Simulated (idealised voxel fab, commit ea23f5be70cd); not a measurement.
Proc. module: voxel lift off
The cross-section on display is named cut; it measures 205 nm wide, and its cells are 5 nm squares.
Cross-section spec: square-cell grid; bands listed top down; each band is one or more rows. Within each band entry, the heights of the top and of the bottom of the band appear first, in that order and in nm; the materials of the band then follow from left to right, each with its corresponding width in nm. The designation "full width" on a single material indicates that it fills the band from edge to edge; the designation "empty" indicates empty space. The reference from which all heights are counted is 0, the level beneath which the as-received wafer is entirely one material; the lowest band, having no lower bound, proceeds downward and is written after the example "from 0 down". Note: "30 to 40" means the width goes from the first number (top row of the band) to the second number (bottom row) in equal steps per row of cells. "remained unchanged" after a step means that no cell of the cross-section changed. "Voids, fully enclosed" enumerates empty spaces isolated from the top, with no open way to it, that contain at least 8 cells, giving each as width x height at distance from the left edge, all three in nm. If you see something after the settings on a step's line, that's the simulator's own remark about that step. "overlay nm" denotes, for a step that has a mask, the displacement of the mask to the right of its planned place, with negative values corresponding to the left.
# plan
1. RECEIVE, material Si
2. CONFORMAL_DEP, material Al2O3, thk nm 15
3. PATTERN, tone open, mask id LINES, material resist, width nm 25, pitch nm 50, thk nm 20, overlay nm 0
4. DIRECTIONAL_DEP, material Ru, thk nm 5
5. STRIP, etch materials resist
6. CONFORMAL_DEP, material SiN, thk nm 10
# Cross-section of the wafer at receipt, which is the condition after step 1
> from 0 down = Si full width
> Voids, fully enclosed: none
# Here's the wafer cut in cross-section after the module, started and planned just like above, except one thing was done wrong in the run
> from 45 to 40 = empty: 55 / SiN: 45 / empty: 5 / SiN: 45 / empty: 55
> from 40 to 35 = SiN full width
> from 35 to 30 = SiN: 65 / Ru: 25 / SiN: 25 / Ru: 25 / SiN: 65
> from 30 to 0 = Al2O3 full width
> from 0 down = Si full width
> Voids, fully enclosed: none
Which mistake was made when the wafer was run? twice over, step 2 of the plan was run
